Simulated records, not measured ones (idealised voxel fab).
The document below concerns the process module designated voxel self aligned vias.
cross-section cut | 150 nm wide | cells 5 nm
In what follows, cross-sections appear as grids of square cells, described through bands that run from the top down, where every band is one or more rows of cells.
The band entry comprises the height of the band's top followed by the height of its bottom, expressed in nm, and subsequently the band's materials from left to right, each stated together with its width in nm. Where a single material is marked with the word "edge to edge", that material fills the band from edge to edge. The word "blank" represents empty space.
Counting heights begins at 0, where everything beneath is, in the wafer as received, one material. The lowest band has no bottom; it goes on downwards, as "0 down" shows.
So if you see something like "30..40" for the width, read it as the top row of the band sitting at the first number and the bottom row at the second, with every row in between moving by the same amount as the last.
"nothing different" after a step means that no cell of the cross-section changed.
This entry, "Catalogued sealed voids", enumerates those empty regions of no fewer than 8 cells that possess no open connection to the top. Each region is reported in the form width x height at distance, the distance being taken from the left edge, with all three quantities expressed in nm.
Note: text after step settings on the step line = simulator remark on that step.
The optional step-line setting "overlay nm" applies to steps with a mask and quantifies how far to the right of its planned location the mask lay, a negative value indicating leftward placement.
**Here's what the planned process steps look like**
1,RECEIVE | material Si
2,CONFORMAL_DEP | material SiO2 | thk nm 10
3,CONFORMAL_DEP | material SiCN | thk nm 5
4,DIRECTIONAL_DEP | material SiO2 | thk nm 30
5,MASKED_ETCH | tone open | mask id LINES | width nm 30 | pitch nm 55 | etch materials SiO2 | depth nm 30 | overlay nm 0
6,CONFORMAL_DEP | material TiN | thk nm 5
7,FILL_DEP | material Ru | thk nm 5
8,CMP | height nm 45
9,SELECTIVE_ETCH | etch materials W Ru TiN | depth nm 10
10,FILL_DEP | material SiN | thk nm 10
11,CMP | height nm 45
12,DIRECTIONAL_DEP | material SiO2 | thk nm 15
13,PATTERN | tone open | mask id VIAS | material resist | width nm 40 | thk nm 20 | overlay nm -10
14,DIRECTIONAL_ETCH | etch materials SiO2 | depth nm 15
15,DIRECTIONAL_ETCH | etch materials SiN | depth nm 10
16,STRIP | etch materials resist
17,CONFORMAL_DEP | material TiN | thk nm 5
18,FILL_DEP | material Cu | thk nm 5
19,CMP | height nm 60
20,CONFORMAL_DEP | material SiCN | thk nm 5
All wafers enter the flow in the same state. The overlay nm at step 13 differs from wafer to wafer, and the plan gives the value for the first wafer.
**First of several wafers (as received, post step 1), cross-sectional view**
  0 down  Si edge to edge
  Catalogued sealed voids: none
**wafer rows; end of module; cells per material since receipt: (+) gained, (-) lost; then closed voids**
overlay nm -10, +18 Cu, +24 Ru, +60 SiCN, +14 SiN, +234 SiO2, +40 TiN, Catalogued sealed voids: none
overlay nm -5, +20 Cu, +24 Ru, +60 SiCN, +12 SiN, +234 SiO2, +40 TiN, Catalogued sealed voids: none
overlay nm 0, +20 Cu, +24 Ru, +60 SiCN, +12 SiN, +234 SiO2, +40 TiN, Catalogued sealed voids: none
overlay nm 5, +20 Cu, +24 Ru, +60 SiCN, +12 SiN, +234 SiO2, +40 TiN, Catalogued sealed voids: none
overlay nm 10, +18 Cu, +24 Ru, +60 SiCN, +14 SiN, +234 SiO2, +40 TiN, Catalogued sealed voids: none
overlay nm 15, +16 Cu, +24 Ru, +60 SiCN, +16 SiN, +234 SiO2, +40 TiN, Catalogued sealed voids: none
